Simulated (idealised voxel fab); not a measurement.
The name of this process module is voxel tone inversion.
The cross-section on display is named cut; it measures 255 nm wide, and its cells are 5 nm squares.
We lay out every cross-section as a grid of square cells and spell it out in bands from the top down, where one band means one or more rows of cells. Look at the band entry: it leads with the top's height and the bottom's height in nm. Then it lists the materials left to right, with a width in nm for each. The word "everywhere" on a single material says that material fills the band edge to edge. The word "air" is empty space. Height datum 0, below which the as-received substrate wafer is one material. Lowest band open at the bottom, running downward: "from 0 down". You'd read "30..40" like this: the band's top row of cells is as wide as the first number, its bottom row is as wide as the second, and going down, every row changes width by the same amount as the row before did. When a step is marked "nothing different", none of the cells in the cross-section changed during that step. If an empty space has no open way to the top and is at least 8 cells in size, "Voids, fully enclosed" lists it, written width x height at distance, where distance is measured from the left edge and every value is in nm. Anything after a step's settings on that line? It's the simulator's own note about the step. A step's line can hold "overlay nm"; with a mask on that step, the setting says how far right of the planned place the mask lay, while a negative setting says it lay to the left.
### These are the steps we planned for the process
1) RECEIVE, material Si
2) CONFORMAL_DEP, material SiN, thk nm 5
3) DIRECTIONAL_DEP, material polySi, thk nm 15
4) PATTERN, tone cover, mask id POSTS, material resist, width nm 25, pitch nm 40, thk nm 25, overlay nm 0
5) DIRECTIONAL_ETCH, etch materials polySi, depth nm 15
6) STRIP, etch materials resist
7) FILL_DEP, material lowk, thk nm 5
8) CMP, height nm 20
9) STRIP, etch materials polySi
10) CONFORMAL_DEP, material TiN, thk nm 5
11) FILL_DEP, material Cu, thk nm 10
12) CMP, height nm 20
13) CONFORMAL_DEP, material SiN, thk nm 5
### Wafer at receipt (post step 1), cross-section
- from 0 down | Si everywhere
- Voids, fully enclosed: none
### Looking at the first of two wafers in cross-section at end of module - ran to plan
- from 25 to 20 | SiN everywhere
- from 20 to 10 | lowk=95, then TiN=5, then Cu=15, then TiN=5, then lowk=15, then TiN=5, then Cu=15, then TiN=5, then lowk=95
- from 10 to 5 | lowk=95, then TiN=25, then lowk=15, then TiN=25, then lowk=95
- from 5 to 0 | SiN everywhere
- from 0 down | Si everywhere
- Voids, fully enclosed: none
### Here is the second of the two wafers cut open at the end of the module - same start, same plan as the first one, but we made one mistake running it
- from 25 to 20 | SiN everywhere
- from 20 to 15 | Cu everywhere
- from 15 to 10 | TiN=100, then Cu=15, then TiN=25, then Cu=15, then TiN=100
- from 10 to 5 | lowk=95, then TiN=25, then lowk=15, then TiN=25, then lowk=95
- from 5 to 0 | SiN everywhere
- from 0 down | Si everywhere
- Voids, fully enclosed: none
Where did the run depart from the plan? step 8 was not run as planned; what actually ran was CMP, height nm 10
Wrapping up, a cell-based count of both wafers puts the second over or under the first for these materials: Cu: 45 more; TiN: 37 more; lowk: 82 fewer
